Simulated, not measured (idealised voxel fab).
Process module heading - voxel transistor to metal
For reference, the cross-section in this document is cut, with width 165 nm and square cells of 5 nm.
A cross-section is a grid of square cells, given in bands from the top down. A band is one or more rows of cells.
What a band's entry tells you: where the top is and where the bottom is, as heights in nm, and after that what lies inside, material by material from left to right, each with its width in nm. Empty space is written as the word "air", and a single material marked with the word "all across" occupies the band from edge to edge.
Below 0: as-received wafer, all one material; heights counted from there. Lowest band: no bottom, goes on down, written "0 and below".
Read "30->40" as a graded width: first number on top, second number at the bottom, same change between each pair of neighbouring rows.
Reading "identical to before" for a step: not a cell of the cross-section changed in it.
Look at "Enclosed internal voids" for the closed voids: empty spaces with no open path to the top, sized 8 cells or up. Each is width x height at distance, distance from the left edge, all nm.
What comes after the settings on a step's line is commentary from the simulator itself on that step.
You can add "overlay nm" to a step's line. For a step with a mask, it describes how far the mask lay to the right of its planned position, and a negative number describes a lay to the left.

[So here's the lineup of process steps we planned]
1: RECEIVE: material Si
2: CONFORMAL_DEP: material SiO2, thk nm 5
3: CONFORMAL_DEP: material SiN, thk nm 10
4: DIRECTIONAL_DEP: material aC, thk nm 15
5: PATTERN: tone cover, mask id ACTIVE, material resist, width nm 105, thk nm 30, overlay nm 0
6: DIRECTIONAL_ETCH: etch materials aC, depth nm 15
7: STRIP: etch materials resist
8: DIRECTIONAL_ETCH: etch materials SiN, depth nm 10
9: DIRECTIONAL_ETCH: etch materials SiO2, depth nm 5
10: DIRECTIONAL_ETCH: etch materials Si, depth nm 35
11: STRIP: etch materials aC
12: FILL_DEP: material SiO2, thk nm 10
13: CMP: height nm 15
14: SELECTIVE_ETCH: etch materials SiO2, depth nm 5
15: STRIP: etch materials SiN
16: SELECTIVE_ETCH: etch materials SiO2, depth nm 5
17: OXIDIZE: depth nm 5
18: DIRECTIONAL_DEP: material polySi, thk nm 30
19: DIRECTIONAL_DEP: material SiCN, thk nm 10
20: PATTERN: tone cover, mask id GATE, material resist, width nm 25, thk nm 20, overlay nm 0
21: DIRECTIONAL_ETCH: etch materials SiCN, depth nm 20
22: DIRECTIONAL_ETCH: etch materials polySi, depth nm 40
23: STRIP: etch materials resist
24: CONFORMAL_DEP: material SiN, thk nm 10
25: DIRECTIONAL_ETCH: etch materials SiN, depth nm 10
26: DIRECTIONAL_ETCH: etch materials SiO2, depth nm 5
27: DIRECTIONAL_ETCH: etch materials Si, depth nm 5
28: EPI: material pSi, thk nm 5
29: FILL_DEP: material SiO2, thk nm 10
30: CMP: height nm 40
31: DIRECTIONAL_DEP: material SiO2, thk nm 15
32: PATTERN: tone open, mask id CONTACT, material resist, width nm 30, pitch nm 65, thk nm 20, overlay nm 0
33: DIRECTIONAL_ETCH: etch materials SiO2, depth nm 60
34: STRIP: etch materials resist
35: CONFORMAL_DEP: material TiN, thk nm 5
36: FILL_DEP: material Ru, thk nm 5
37: CMP: height nm 55
38: DIRECTIONAL_DEP: material TiN, thk nm 5
39: DIRECTIONAL_DEP: material Ru, thk nm 20
40: PATTERN: tone cover, mask id METAL_1, material resist, width nm 15, pitch nm 80, thk nm 20, overlay nm 0
41: DIRECTIONAL_ETCH: etch materials Ru, depth nm 20
42: DIRECTIONAL_ETCH: etch materials TiN, depth nm 5
43: STRIP: etch materials resist
44: CONFORMAL_DEP: material SiN, thk nm 5
45: FILL_DEP: material lowk, thk nm 10
46: CMP: height nm 80
47: CONFORMAL_DEP: material SiN, thk nm 5

[Delivered wafer in cross-section: state after step 1]
> 0 and below: Si all across
> Enclosed internal voids: none

[Cross-section, end of module. Start: as above. Plan: as above. Execution: one mistake]
> 85 down to 80: SiN all across
> 80 down to 60: lowk (30) / SiN (5) / Ru (15) / SiN (5) / lowk (55) / SiN (5) / Ru (15) / SiN (5) / lowk (30)
> 60 down to 55: SiN (35) / TiN (15) / SiN (65) / TiN (15) / SiN (35)
> 55 down to 45: SiO2 (35) / TiN (5) / Ru (25) / TiN (5) / SiO2 (30) / TiN (5) / Ru (25) / TiN (5) / SiO2 (30)
> 45 down to 40: SiO2 (35) / TiN (5) / Ru (15) / TiN (15) / SiO2 (30) / TiN (10) / Ru (20) / TiN (5) / SiO2 (30)
> 40 down to 30: SiO2 (35) / TiN (5) / Ru (15) / TiN (5) / SiN (10) / SiCN (25) / SiN (10) / TiN (5) / Ru (20) / TiN (5) / SiO2 (30)
> 30 down to 10: SiO2 (35) / TiN (5) / Ru (15) / TiN (5) / SiN (10) / polySi (25) / SiN (10) / TiN (5) / Ru (20) / TiN (5) / SiO2 (30)
> 10 down to 5: SiO2 (35) / TiN (5) / Ru (15) / TiN (5) / SiN (10) / polySi (25) / SiN (10) / TiN (5) / Ru (15) / TiN (10) / SiO2 (30)
> 5 down to 0: SiO2 (25) / SiN (10) / TiN (10) / Ru (5) / TiN (10) / SiN (10) / polySi (25) / SiN (10) / TiN (10) / Ru (5) / TiN (10) / SiN (10) / SiO2 (25)
> 0 down to -5: SiO2 (35) / pSi (5) / TiN (15) / pSi (5) / SiO2 (45) / pSi (5) / TiN (15) / pSi (5) / SiO2 (35)
> -5 down to -10: SiO2 (30) / Si (5) / pSi (25) / Si (45) / pSi (25) / Si (5) / SiO2 (30)
> -10 down to -35: SiO2 (30) / Si (105) / SiO2 (30)
> -35 and below: Si all across
> Enclosed internal voids: none
What broke from the plan during processing? for step 32, the planned setting was not used; the step was instead run as PATTERN: tone open, mask id CONTACT, material resist, width nm 35, pitch nm 65, thk nm 20, overlay nm 0
